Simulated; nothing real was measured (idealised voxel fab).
This is a process module. Its name is voxel transistor to metal.
Section shown: cut. Width: 165 nm. Cell size: 5 nm, square.
Cross-section spec: square-cell grid; bands listed top down; each band is one or more rows. The entry gives the band's vertical extent as a top height and a bottom height in nm, then its horizontal make-up as materials from left to right, each with a width in nm. "air" stands for empty space; a single material marked "everywhere" fills the band edge to edge. Beneath 0, the wafer as received is one material, and that level is where height counting begins. The lowest band goes on downward without a bottom; it is written like "0 nm and below". The expression "30->40" gives the width at the extremes of the band, the first number at its top row of cells and the second at its bottom row, with the width changing by equal amounts from each row to the next in between. Take "remained the same" at face value: in the step it is given for, the cross-section changed in none of its cells. Any empty space of 8 cells or more lacking an open way to the top shows up in "Enclosed internal voids" as width x height at distance, distance from the left edge, in nm. On a step's line, text after the settings is the simulator commenting on that step. Steps that use a mask can have "overlay nm" on their line. It says how far the mask sat to the right of where it was meant to be. Negative means to the left.

**Listed below are the process steps as planned**
| 1 | RECEIVE | material Si |
| 2 | CONFORMAL_DEP | material SiO2 | thk nm 5 |
| 3 | CONFORMAL_DEP | material SiN | thk nm 10 |
| 4 | PATTERN | tone cover | mask id ACTIVE | material resist | width nm 105 | thk nm 15 | overlay nm 0 |
| 5 | DIRECTIONAL_ETCH | etch materials SiN | depth nm 10 |
| 6 | DIRECTIONAL_ETCH | etch materials SiO2 | depth nm 5 |
| 7 | DIRECTIONAL_ETCH | etch materials Si | depth nm 20 |
| 8 | STRIP | etch materials resist |
| 9 | FILL_DEP | material SiO2 | thk nm 10 |
| 10 | CMP | height nm 15 |
| 11 | SELECTIVE_ETCH | etch materials SiO2 | depth nm 5 |
| 12 | STRIP | etch materials SiN |
| 13 | SELECTIVE_ETCH | etch materials SiO2 | depth nm 5 |
| 14 | OXIDIZE | depth nm 5 |
| 15 | DIRECTIONAL_DEP | material polySi | thk nm 25 |
| 16 | DIRECTIONAL_DEP | material SiCN | thk nm 10 |
| 17 | DIRECTIONAL_DEP | material aC | thk nm 15 |
| 18 | PATTERN | tone cover | mask id GATE | material resist | width nm 15 | thk nm 30 | overlay nm 0 |
| 19 | DIRECTIONAL_ETCH | etch materials aC | depth nm 15 |
| 20 | STRIP | etch materials resist |
| 21 | DIRECTIONAL_ETCH | etch materials SiCN | depth nm 20 |
| 22 | DIRECTIONAL_ETCH | etch materials polySi | depth nm 35 |
| 23 | STRIP | etch materials aC |
| 24 | CONFORMAL_DEP | material SiO2 | thk nm 5 |
| 25 | DIRECTIONAL_ETCH | etch materials SiO2 | depth nm 5 |
| 26 | CONFORMAL_DEP | material SiN | thk nm 5 |
| 27 | DIRECTIONAL_ETCH | etch materials SiN | depth nm 5 |
| 28 | DIRECTIONAL_ETCH | etch materials SiO2 | depth nm 5 |
| 29 | EPI | material SiGe | thk nm 5 |
| 30 | FILL_DEP | material SiO2 | thk nm 10 |
| 31 | CMP | height nm 35 |
| 32 | DIRECTIONAL_DEP | material SiO2 | thk nm 10 |
| 33 | PATTERN | tone open | mask id CONTACT | material resist | width nm 20 | pitch nm 65 | thk nm 20 | overlay nm 0 |
| 34 | DIRECTIONAL_ETCH | etch materials SiO2 | depth nm 45 |
| 35 | STRIP | etch materials resist |
| 36 | CONFORMAL_DEP | material TiN | thk nm 5 |
| 37 | FILL_DEP | material Ru | thk nm 5 |
| 38 | CMP | height nm 45 |
| 39 | DIRECTIONAL_DEP | material TiN | thk nm 5 |
| 40 | DIRECTIONAL_DEP | material W | thk nm 20 |
| 41 | MASKED_ETCH | tone cover | mask id METAL_1 | width nm 20 | pitch nm 65 | etch materials W | depth nm 20 | overlay nm 0 |
| 42 | MASKED_ETCH | tone cover | mask id METAL_1 | width nm 20 | pitch nm 65 | etch materials TiN | depth nm 5 | overlay nm 0 |
| 43 | CONFORMAL_DEP | material SiCN | thk nm 5 |
| 44 | FILL_DEP | material lowk | thk nm 10 |
| 45 | CMP | height nm 70 |
| 46 | CONFORMAL_DEP | material SiN | thk nm 5 |

**Wafer as received: cross-section following step 1**
> 0 nm and below | Si everywhere
> Enclosed internal voids: none

**The first of two wafers, cross-sectioned at the end of the module, with the run proceeding as planned**
> 75 nm to 70 nm | SiN everywhere
> 70 nm to 50 nm | 35 of lowk; 5 of SiCN; 20 of W; 5 of SiCN; 35 of lowk; 5 of SiCN; 20 of W; 5 of SiCN; 35 of lowk
> 50 nm to 45 nm | 40 of SiCN; 20 of TiN; 45 of SiCN; 20 of TiN; 40 of SiCN
> 45 nm to 35 nm | 40 of SiO2; 5 of TiN; 10 of Ru; 5 of TiN; 45 of SiO2; 5 of TiN; 10 of Ru; 5 of TiN; 40 of SiO2
> 35 nm to 25 nm | 40 of SiO2; 5 of TiN; 10 of Ru; 5 of TiN; 5 of SiO2; 5 of SiN; 5 of SiO2; 15 of SiCN; 5 of SiO2; 5 of SiN; 5 of SiO2; 5 of TiN; 10 of Ru; 5 of TiN; 40 of SiO2
> 25 nm to 5 nm | 40 of SiO2; 5 of TiN; 10 of Ru; 5 of TiN; 5 of SiO2; 5 of SiN; 5 of SiO2; 15 of polySi; 5 of SiO2; 5 of SiN; 5 of SiO2; 5 of TiN; 10 of Ru; 5 of TiN; 40 of SiO2
> 5 nm to 0 nm | 30 of SiO2; 5 of SiN; 5 of SiO2; 20 of TiN; 5 of SiO2; 5 of SiN; 5 of SiO2; 15 of polySi; 5 of SiO2; 5 of SiN; 5 of SiO2; 20 of TiN; 5 of SiO2; 5 of SiN; 30 of SiO2
> 0 nm to -5 nm | 35 of SiO2; 30 of SiGe; 35 of SiO2; 30 of SiGe; 35 of SiO2
> -5 nm to -20 nm | 30 of SiO2; 105 of Si; 30 of SiO2
> -20 nm and below | Si everywhere
> Enclosed internal voids: none

**Cross-section, second wafer: same start as the first, same plan as the first, one mistake in running it; taken at the end of the module**
> 75 nm to 70 nm | SiN everywhere
> 70 nm to 50 nm | 35 of lowk; 5 of SiCN; 20 of W; 5 of SiCN; 35 of lowk; 5 of SiCN; 20 of W; 5 of SiCN; 35 of lowk
> 50 nm to 45 nm | 40 of SiCN; 20 of TiN; 45 of SiCN; 20 of TiN; 40 of SiCN
> 45 nm to 35 nm | 40 of SiO2; 5 of TiN; 10 of Ru; 5 of TiN; 45 of SiO2; 5 of TiN; 10 of Ru; 5 of TiN; 40 of SiO2
> 35 nm to 25 nm | 40 of SiO2; 5 of TiN; 10 of Ru; 5 of TiN; 5 of SiO2; 5 of SiN; 5 of SiO2; 15 of SiCN; 5 of SiO2; 5 of SiN; 5 of SiO2; 5 of TiN; 10 of Ru; 5 of TiN; 40 of SiO2
> 25 nm to 5 nm | 40 of SiO2; 5 of TiN; 10 of Ru; 5 of TiN; 5 of SiO2; 5 of SiN; 5 of SiO2; 15 of polySi; 5 of SiO2; 5 of SiN; 5 of SiO2; 5 of TiN; 10 of Ru; 5 of TiN; 40 of SiO2
> 5 nm to 0 nm | 30 of SiO2; 5 of SiN; 5 of SiO2; 20 of TiN; 5 of SiO2; 5 of SiN; 5 of SiO2; 15 of polySi; 5 of SiO2; 5 of SiN; 5 of SiO2; 20 of TiN; 5 of SiO2; 5 of SiN; 30 of SiO2
> 0 nm to -5 nm | 35 of SiO2; 30 of SiGe; 35 of SiO2; 30 of SiGe; 35 of SiO2
> -5 nm to -40 nm | 30 of SiO2; 105 of Si; 30 of SiO2
> -40 nm and below | Si everywhere
> Enclosed internal voids: none
Nonconformance to the process plan: heads up, step 7 of the plan got done twice
The second wafer ends with more or fewer cells of some materials than the first, per final count: Si: 48 fewer | SiO2: 48 more
